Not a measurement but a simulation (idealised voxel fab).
This section sets out a process module, namely voxel capacitor over wiring.
Cross-section cut: width 245 nm, square cells of 5 nm.
Cross-section spec: square-cell grid; bands listed top down; each band is one or more rows.
What a band's entry tells you: where the top is and where the bottom is, as heights in nm, and after that what lies inside, material by material from left to right, each with its width in nm. Empty space is written as the word "blank", and a single material marked with the word "edge to edge" occupies the band from edge to edge.
Height 0 is the level under which the wafer as received is all one material. The lowest band goes on downwards, as in "z 0 and below".
Width: "30..40" (first number = top row, second number = bottom row, same change from row to row of cells).
Reading "no change" for a step: not a cell of the cross-section changed in it.
The entry "Unvented internal voids" lists the empty spaces that cover at least 8 cells and have no open path to the top. Each is written as width x height at distance, where the distance is measured from the left edge and all three values are in nm.
after a step's settings: what the simulator itself notes on the step
overlay nm: mask offset rightward from planned place, masked step; negative means leftward offset.

PROCESS STEPS (PLANNED)
1,RECEIVE (material Si)
2,CONFORMAL_DEP (material SiO2; thk nm 15)
3,CONFORMAL_DEP (material SiN; thk nm 5)
4,DIRECTIONAL_DEP (material lowk; thk nm 25)
5,PATTERN (tone open; mask id METAL_1; material resist; width nm 20; pitch nm 75; thk nm 20; overlay nm 0)
6,DIRECTIONAL_ETCH (etch materials lowk; depth nm 25)
7,DIRECTIONAL_ETCH (etch materials SiN; depth nm 5)
8,STRIP (etch materials resist)
9,CONFORMAL_DEP (material TiN; thk nm 5)
10,FILL_DEP (material Cu; thk nm 5)
11,CMP (height nm 45)
12,CONFORMAL_DEP (material SiCN; thk nm 5)
13,DIRECTIONAL_DEP (material lowk; thk nm 10)
14,PATTERN (tone open; mask id PLUG_1; material resist; width nm 15; thk nm 20; overlay nm 0)
15,DIRECTIONAL_ETCH (etch materials lowk; depth nm 10)
16,DIRECTIONAL_ETCH (etch materials SiCN; depth nm 5)
17,STRIP (etch materials resist)
18,CONFORMAL_DEP (material TiN; thk nm 5)
19,FILL_DEP (material Cu; thk nm 5)
20,CMP (height nm 60)
21,DIRECTIONAL_DEP (material TiN; thk nm 10)
22,DIRECTIONAL_DEP (material HfO2; thk nm 5)
23,DIRECTIONAL_DEP (material TiN; thk nm 10)
24,MASKED_ETCH (tone cover; mask id UPPER_PLATE; width nm 60; etch materials TiN; depth nm 10; overlay nm 0)
25,MASKED_ETCH (tone cover; mask id UPPER_PLATE; width nm 60; etch materials HfO2; depth nm 5; overlay nm 0)
26,MASKED_ETCH (tone cover; mask id LOWER_PLATE; width nm 70; etch materials TiN; depth nm 10; overlay nm 0)
27,FILL_DEP (material SiO2; thk nm 15)
28,CMP (height nm 95)
29,MASKED_ETCH (tone open; mask id PLUG_2; width nm 15; etch materials SiO2; depth nm 10; overlay nm 0)
30,CONFORMAL_DEP (material TiN; thk nm 5)
31,FILL_DEP (material Cu; thk nm 10)
32,CMP (height nm 95)
33,CONFORMAL_DEP (material SiCN; thk nm 5)

WAFER, FIRST OF TWO, RUN AS PLANNED

THIS IS THE CROSS-SECTION OF THE WAFER AS WE RECEIVED IT, I.E. AFTER STEP 1
	z 0 and below = Si edge to edge
	Unvented internal voids: none

STEP 2 COMPLETE: CROSS-SECTION THROUGH THE WAFER
	z 15 to 0 = SiO2 edge to edge
	Beneath the level 0, the cross-section is identical to its previous state.

STEP 3 COMPLETE: CROSS-SECTION THROUGH THE WAFER
	z 20 to 15 = SiN edge to edge
	Beneath the level 15, the cross-section is identical to its previous state.

STEP 4 COMPLETE: CROSS-SECTION THROUGH THE WAFER
	z 45 to 20 = lowk edge to edge
	Beneath the level 20, the cross-section is identical to its previous state.

STEP 5 COMPLETE: CROSS-SECTION THROUGH THE WAFER
	z 65 to 45 = 75 of resist  20 of blank  55 of resist  20 of blank  75 of resist
	Beneath the level 45, the cross-section is identical to its previous state.

STEP 6 COMPLETE: CROSS-SECTION THROUGH THE WAFER
	z 65 to 45 = 75 of resist  20 of blank  55 of resist  20 of blank  75 of resist
	z 45 to 20 = 75 of lowk  20 of blank  55 of lowk  20 of blank  75 of lowk
	Beneath the level 20, the cross-section is identical to its previous state.

STEP 7 COMPLETE: CROSS-SECTION THROUGH THE WAFER
	z 65 to 45 = 75 of resist  20 of blank  55 of resist  20 of blank  75 of resist
	z 45 to 20 = 75 of lowk  20 of blank  55 of lowk  20 of blank  75 of lowk
	z 20 to 15 = 75 of SiN  20 of blank  55 of SiN  20 of blank  75 of SiN
	Beneath the level 15, the cross-section is identical to its previous state.

STEP 8 COMPLETE: CROSS-SECTION THROUGH THE WAFER
	z 45 to 20 = 75 of lowk  20 of blank  55 of lowk  20 of blank  75 of lowk
	Beneath the level 20, the cross-section is identical to its previous state.

STEP 9 COMPLETE: CROSS-SECTION THROUGH THE WAFER
	z 50 to 45 = 80 of TiN  10 of blank  65 of TiN  10 of blank  80 of TiN
	z 45 to 20 = 75 of lowk  5 of TiN  10 of blank  5 of TiN  55 of lowk  5 of TiN  10 of blank  5 of TiN  75 of lowk
	z 20 to 15 = 75 of SiN  20 of TiN  55 of SiN  20 of TiN  75 of SiN
	Beneath the level 15, the cross-section is identical to its previous state.

STEP 10 COMPLETE: CROSS-SECTION THROUGH THE WAFER
	z 55 to 50 = Cu edge to edge
	z 50 to 45 = 80 of TiN  10 of Cu  65 of TiN  10 of Cu  80 of TiN
	z 45 to 20 = 75 of lowk  5 of TiN  10 of Cu  5 of TiN  55 of lowk  5 of TiN  10 of Cu  5 of TiN  75 of lowk
	Beneath the level 20, the cross-section is identical to its previous state.

STEP 11 COMPLETE: CROSS-SECTION THROUGH THE WAFER
	z 45 to 20 = 75 of lowk  5 of TiN  10 of Cu  5 of TiN  55 of lowk  5 of TiN  10 of Cu  5 of TiN  75 of lowk
	Beneath the level 20, the cross-section is identical to its previous state.

STEP 12 COMPLETE: CROSS-SECTION THROUGH THE WAFER
	z 50 to 45 = SiCN edge to edge
	Beneath the level 45, the cross-section is identical to its previous state.

STEP 13 COMPLETE: CROSS-SECTION THROUGH THE WAFER
	z 60 to 50 = lowk edge to edge
	Beneath the level 50, the cross-section is identical to its previous state.

STEP 14 COMPLETE: CROSS-SECTION THROUGH THE WAFER
	z 80 to 60 = 80 of resist  15 of blank  150 of resist
	Beneath the level 60, the cross-section is identical to its previous state.

STEP 15 COMPLETE: CROSS-SECTION THROUGH THE WAFER
	z 80 to 60 = 80 of resist  15 of blank  150 of resist
	z 60 to 50 = 80 of lowk  15 of blank  150 of lowk
	Beneath the level 50, the cross-section is identical to its previous state.

STEP 16 COMPLETE: CROSS-SECTION THROUGH THE WAFER
	z 80 to 60 = 80 of resist  15 of blank  150 of resist
	z 60 to 50 = 80 of lowk  15 of blank  150 of lowk
	z 50 to 45 = 80 of SiCN  15 of blank  150 of SiCN
	Beneath the level 45, the cross-section is identical to its previous state.

STEP 17 COMPLETE: CROSS-SECTION THROUGH THE WAFER
	z 60 to 50 = 80 of lowk  15 of blank  150 of lowk
	Beneath the level 50, the cross-section is identical to its previous state.

STEP 18 COMPLETE: CROSS-SECTION THROUGH THE WAFER
	z 65 to 60 = 85 of TiN  5 of blank  155 of TiN
	z 60 to 50 = 80 of lowk  5 of TiN  5 of blank  5 of TiN  150 of lowk
	z 50 to 45 = 80 of SiCN  15 of TiN  150 of SiCN
	Beneath the level 45, the cross-section is identical to its previous state.

STEP 19 COMPLETE: CROSS-SECTION THROUGH THE WAFER
	z 70 to 65 = Cu edge to edge
	z 65 to 60 = 85 of TiN  5 of Cu  155 of TiN
	z 60 to 50 = 80 of lowk  5 of TiN  5 of Cu  5 of TiN  150 of lowk
	Beneath the level 50, the cross-section is identical to its previous state.

STEP 20 COMPLETE: CROSS-SECTION THROUGH THE WAFER
	z 60 to 50 = 80 of lowk  5 of TiN  5 of Cu  5 of TiN  150 of lowk
	Beneath the level 50, the cross-section is identical to its previous state.

STEP 21 COMPLETE: CROSS-SECTION THROUGH THE WAFER
	z 70 to 60 = TiN edge to edge
	Beneath the level 60, the cross-section is identical to its previous state.

STEP 22 COMPLETE: CROSS-SECTION THROUGH THE WAFER
	z 75 to 70 = HfO2 edge to edge
	Beneath the level 70, the cross-section is identical to its previous state.

STEP 23 COMPLETE: CROSS-SECTION THROUGH THE WAFER
	z 85 to 75 = TiN edge to edge
	Beneath the level 75, the cross-section is identical to its previous state.

STEP 24 COMPLETE: CROSS-SECTION THROUGH THE WAFER
	z 85 to 75 = 80 of blank  60 of TiN  105 of blank
	Beneath the level 75, the cross-section is identical to its previous state.

STEP 25 COMPLETE: CROSS-SECTION THROUGH THE WAFER
	z 85 to 75 = 80 of blank  60 of TiN  105 of blank
	z 75 to 70 = 80 of blank  60 of HfO2  105 of blank
	Beneath the level 70, the cross-section is identical to its previous state.

STEP 26 COMPLETE: CROSS-SECTION THROUGH THE WAFER
	z 85 to 75 = 80 of blank  60 of TiN  105 of blank
	z 75 to 70 = 80 of blank  60 of HfO2  105 of blank
	z 70 to 60 = 75 of blank  70 of TiN  100 of blank
	Beneath the level 60, the cross-section is identical to its previous state.

STEP 27 COMPLETE: CROSS-SECTION THROUGH THE WAFER
	z 100 to 85 = SiO2 edge to edge
	z 85 to 75 = 80 of SiO2  60 of TiN  105 of SiO2
	z 75 to 70 = 80 of SiO2  60 of HfO2  105 of SiO2
	z 70 to 60 = 75 of SiO2  70 of TiN  100 of SiO2
	Beneath the level 60, the cross-section is identical to its previous state.

STEP 28 COMPLETE: CROSS-SECTION THROUGH THE WAFER
	z 95 to 85 = SiO2 edge to edge
	Beneath the level 85, the cross-section is identical to its previous state.

STEP 29 COMPLETE: CROSS-SECTION THROUGH THE WAFER
	z 95 to 85 = 90 of SiO2  15 of blank  140 of SiO2
	Beneath the level 85, the cross-section is identical to its previous state.

STEP 30 COMPLETE: CROSS-SECTION THROUGH THE WAFER
	z 100 to 95 = 95 of TiN  5 of blank  145 of TiN
	z 95 to 90 = 90 of SiO2  5 of TiN  5 of blank  5 of TiN  140 of SiO2
	z 90 to 85 = 90 of SiO2  15 of TiN  140 of SiO2
	Beneath the level 85, the cross-section is identical to its previous state.

STEP 31 COMPLETE: CROSS-SECTION THROUGH THE WAFER
	z 110 to 100 = Cu edge to edge
	z 100 to 95 = 95 of TiN  5 of Cu  145 of TiN
	z 95 to 90 = 90 of SiO2  5 of TiN  5 of Cu  5 of TiN  140 of SiO2
	Beneath the level 90, the cross-section is identical to its previous state.

STEP 32 COMPLETE: CROSS-SECTION THROUGH THE WAFER
	z 95 to 90 = 90 of SiO2  5 of TiN  5 of Cu  5 of TiN  140 of SiO2
	Beneath the level 90, the cross-section is identical to its previous state.

STEP 33 COMPLETE: CROSS-SECTION THROUGH THE WAFER
	z 100 to 95 = SiCN edge to edge
	Beneath the level 95, the cross-section is identical to its previous state.

SECOND WAFER, SAME STARTING CONDITIONS AND RECIPE AS THE FIRST, ONE MISTAKE IN EXECUTING IT, NOTHING DIFFERS FROM THE FIRST UP TO AND INCLUDING STEP 23

SECOND WAFER SHOWN IN CROSS-SECTION AT THE TIME STEP 24 WAS SLATED TO END
	z 85 to 75 = 80 of TiN  60 of blank  105 of TiN
	Beneath the level 75, the cross-section is identical to its previous state.

Second wafer shown in cross-section at the time step 25 was slated to end: no change

SECOND WAFER SHOWN IN CROSS-SECTION AT THE TIME STEP 26 WAS SLATED TO END
	z 85 to 75 = 75 of blank  5 of TiN  60 of blank  5 of TiN  100 of blank
	Beneath the level 75, the cross-section is identical to its previous state.

SECOND WAFER SHOWN IN CROSS-SECTION AT THE TIME STEP 27 WAS SLATED TO END
	z 100 to 85 = SiO2 edge to edge
	z 85 to 75 = 75 of SiO2  5 of TiN  60 of SiO2  5 of TiN  100 of SiO2
	Beneath the level 75, the cross-section is identical to its previous state.

SECOND WAFER SHOWN IN CROSS-SECTION AT THE TIME STEP 28 WAS SLATED TO END
	z 95 to 85 = SiO2 edge to edge
	Beneath the level 85, the cross-section is identical to its previous state.

SECOND WAFER SHOWN IN CROSS-SECTION AT THE TIME STEP 29 WAS SLATED TO END
	z 95 to 85 = 90 of SiO2  15 of blank  140 of SiO2
	Beneath the level 85, the cross-section is identical to its previous state.

SECOND WAFER SHOWN IN CROSS-SECTION AT THE TIME STEP 30 WAS SLATED TO END
	z 100 to 95 = 95 of TiN  5 of blank  145 of TiN
	z 95 to 90 = 90 of SiO2  5 of TiN  5 of blank  5 of TiN  140 of SiO2
	z 90 to 85 = 90 of SiO2  15 of TiN  140 of SiO2
	Beneath the level 85, the cross-section is identical to its previous state.

SECOND WAFER SHOWN IN CROSS-SECTION AT THE TIME STEP 31 WAS SLATED TO END
	z 110 to 100 = Cu edge to edge
	z 100 to 95 = 95 of TiN  5 of Cu  145 of TiN
	z 95 to 90 = 90 of SiO2  5 of TiN  5 of Cu  5 of TiN  140 of SiO2
	Beneath the level 90, the cross-section is identical to its previous state.

SECOND WAFER SHOWN IN CROSS-SECTION AT THE TIME STEP 32 WAS SLATED TO END
	z 95 to 90 = 90 of SiO2  5 of TiN  5 of Cu  5 of TiN  140 of SiO2
	Beneath the level 90, the cross-section is identical to its previous state.

SECOND WAFER SHOWN IN CROSS-SECTION AT THE TIME STEP 33 WAS SLATED TO END
	z 100 to 95 = SiCN edge to edge
	Beneath the level 95, the cross-section is identical to its previous state.
Heads up, the wafer didn't run the way we planned it: step 24 off recipe, ran as MASKED_ETCH (tone open; mask id UPPER_PLATE; width nm 60; etch materials TiN; depth nm 10; overlay nm 0)
The closing comparison, in cells, has the second wafer with more or fewer of some materials than the first: 37 more of HfO2 | 87 fewer of SiO2 | 50 more of TiN
